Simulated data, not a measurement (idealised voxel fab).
process module | voxel transistor to metal
cross-section cut | 180 nm wide | cells 5 nm
A cross-section is a grid of square cells, given in bands from the top down. A band is one or more rows of cells.
Each band's line starts with the height of the band's top and of its bottom, in nm. Then come its materials from left to right, each with its width in nm. One material with "throughout" fills the band from edge to edge. "air" is empty space.
Height 0 is the level under which the wafer as received is all one material. The lowest band goes on downwards, as in "0 down".
A width such as "30 to 40" changes by the same amount from each row of cells to the next, from the band's top row to its bottom row.
"no change" after a step means that no cell of the cross-section changed.
closed voids: empty space of 8 cells or more with no open way to the top, each as width x height at its distance from the left edge, in nm
after a step's settings: what the simulator itself notes on the step
overlay nm, on a step with a mask: how far to the right of its planned place the mask lay; to the left if negative
plan
1 op RECEIVE | material Si
2 op OXIDIZE | depth nm 5
3 op CONFORMAL_DEP | material SiN | thk nm 10
4 op PATTERN | tone cover | mask id ACTIVE | material resist | width nm 95 | thk nm 15 | overlay nm 0
5 op DIRECTIONAL_ETCH | etch materials SiN | depth nm 10
6 op DIRECTIONAL_ETCH | etch materials SiO2 | depth nm 5
7 op DIRECTIONAL_ETCH | etch materials Si | depth nm 25
8 op STRIP | etch materials resist
9 op OXIDIZE | depth nm 5
10 op FILL_DEP | material SiO2 | thk nm 15
11 op CMP | height nm 10
12 op SELECTIVE_ETCH | etch materials SiO2 | depth nm 5
13 op STRIP | etch materials SiN
14 op SELECTIVE_ETCH | etch materials SiO2 | depth nm 5
15 op OXIDIZE | depth nm 5
16 op DIRECTIONAL_DEP | material polySi | thk nm 20
17 op DIRECTIONAL_DEP | material SiCN | thk nm 10
18 op MASKED_ETCH | tone cover | mask id GATE | width nm 15 | etch materials SiCN | depth nm 20 | overlay nm 0
19 op MASKED_ETCH | tone cover | mask id GATE | width nm 15 | etch materials polySi | depth nm 30 | overlay nm 0
20 op CONFORMAL_DEP | material SiO2 | thk nm 5
21 op DIRECTIONAL_ETCH | etch materials SiO2 | depth nm 5
22 op CONFORMAL_DEP | material SiN | thk nm 10
23 op DIRECTIONAL_ETCH | etch materials SiN | depth nm 10
24 op DIRECTIONAL_ETCH | etch materials SiO2 | depth nm 5
25 op DIRECTIONAL_ETCH | etch materials Si | depth nm 15
26 op EPI | material nSi | thk nm 20
27 op FILL_DEP | material SiO2 | thk nm 5
28 op CMP | height nm 25
29 op DIRECTIONAL_DEP | material SiO2 | thk nm 10
30 op PATTERN | tone open | mask id CONTACT | material resist | width nm 25 | pitch nm 50 | thk nm 15 | overlay nm 0
31 op DIRECTIONAL_ETCH | etch materials SiO2 | depth nm 25
32 op STRIP | etch materials resist
33 op CONFORMAL_DEP | material TiN | thk nm 5
34 op FILL_DEP | material Ru | thk nm 5
35 op CMP | height nm 35
36 op CONFORMAL_DEP | material SiN | thk nm 5
37 op DIRECTIONAL_DEP | material lowk | thk nm 20
38 op PATTERN | tone open | mask id METAL_1 | material resist | width nm 15 | pitch nm 60 | thk nm 20 | overlay nm 0
39 op DIRECTIONAL_ETCH | etch materials lowk | depth nm 20
40 op DIRECTIONAL_ETCH | etch materials SiN | depth nm 5
41 op STRIP | etch materials resist
42 op CONFORMAL_DEP | material TiN | thk nm 5
43 op FILL_DEP | material W | thk nm 5
44 op CMP | height nm 60
45 op CONFORMAL_DEP | material SiCN | thk nm 5
as received, after step 1
  0 down: Si throughout
  closed voids: none
first wafer at the end, as planned
  65 to 60: SiCN throughout
  60 to 40: lowk 50 | TiN 5 | W 5 | TiN 5 | lowk 45 | TiN 5 | W 5 | TiN 5 | lowk 55
  40 to 35: SiN 50 | TiN 15 | SiN 45 | TiN 15 | SiN 55
  35 to 25: SiO2 50 | TiN 5 | Ru 15 to 5 | TiN 5 to 15 | SiO2 25 | TiN 5 to 15 | Ru 15 to 5 | TiN 5 | SiO2 55
  25 to 15: SiO2 50 | TiN 5 | Ru 5 | TiN 5 | SiN 10 | SiO2 5 | SiCN 15 | SiO2 5 | SiN 10 | TiN 5 | Ru 5 | TiN 5 | SiO2 55
  15 to 10: SiO2 50 | TiN 15 | SiN 10 | SiO2 5 | polySi 15 | SiO2 5 | SiN 10 | TiN 15 | SiO2 55
  10 to 0: SiO2 40 | nSi 25 | SiN 10 | SiO2 5 | polySi 15 | SiO2 5 | SiN 10 | nSi 25 | SiO2 45
  0 to -5: SiO2 40 | SiN 10 | nSi 15 | SiN 10 | SiO2 5 | polySi 15 | SiO2 5 | SiN 10 | nSi 15 | SiN 10 | SiO2 45
  -5 to -10: SiO2 50 | nSi 15 | SiO2 45 | nSi 15 | SiO2 55
  -10 to -25: SiO2 45 | Si 5 | nSi 15 | Si 45 | nSi 15 | Si 5 | SiO2 50
  -25 to -35: SiO2 45 | Si 85 | SiO2 50
  -35 down: Si throughout
  closed voids: none
second wafer at the end: like start, like plan, one mistake
  65 to 60: SiCN throughout
  60 to 40: lowk 50 | TiN 5 | W 5 | TiN 5 | lowk 45 | TiN 5 | W 5 | TiN 5 | lowk 55
  40 to 35: SiN 50 | TiN 15 | SiN 45 | TiN 15 | SiN 55
  35 to 25: SiO2 50 | TiN 5 | Ru 15 to 5 | TiN 5 to 15 | SiO2 25 | TiN 5 to 15 | Ru 15 to 5 | TiN 5 | SiO2 55
  25 to 20: SiO2 50 | TiN 5 | Ru 5 | TiN 5 | SiN 10 | SiO2 5 | SiCN 15 | SiO2 5 | SiN 10 | TiN 5 | Ru 5 | TiN 5 | SiO2 55
  20 to 15: SiO2 50 | TiN 15 | SiN 10 | SiO2 5 | SiCN 15 | SiO2 5 | SiN 10 | TiN 15 | SiO2 55
  15 to 10: SiO2 50 | TiN 10 | SiN 10 | SiO2 5 | polySi 25 | SiO2 5 | SiN 10 | TiN 10 | SiO2 55
  10 to 0: SiO2 40 | nSi 20 | SiN 10 | SiO2 5 | polySi 25 | SiO2 5 | SiN 10 | nSi 20 | SiO2 45
  0 to -5: SiO2 40 | SiN 10 | nSi 10 | SiN 10 | SiO2 5 | polySi 25 | SiO2 5 | SiN 10 | nSi 10 | SiN 10 | SiO2 45
  -5 to -10: SiO2 50 | nSi 10 | SiO2 55 | nSi 10 | SiO2 55
  -10 to -25: SiO2 45 | Si 5 | nSi 10 | Si 55 | nSi 10 | Si 5 | SiO2 50
  -25 to -35: SiO2 45 | Si 85 | SiO2 50
  -35 down: Si throughout
  closed voids: none
what went wrong: step 19 ran as: op MASKED_ETCH | tone cover | mask id GATE | width nm 25 | etch materials polySi | depth nm 30 | overlay nm 0
at the end the second wafer has, in cells: 2 fewer of Ru | 6 more of Si | 2 more of SiO2 | 14 fewer of nSi | 8 more of polySi
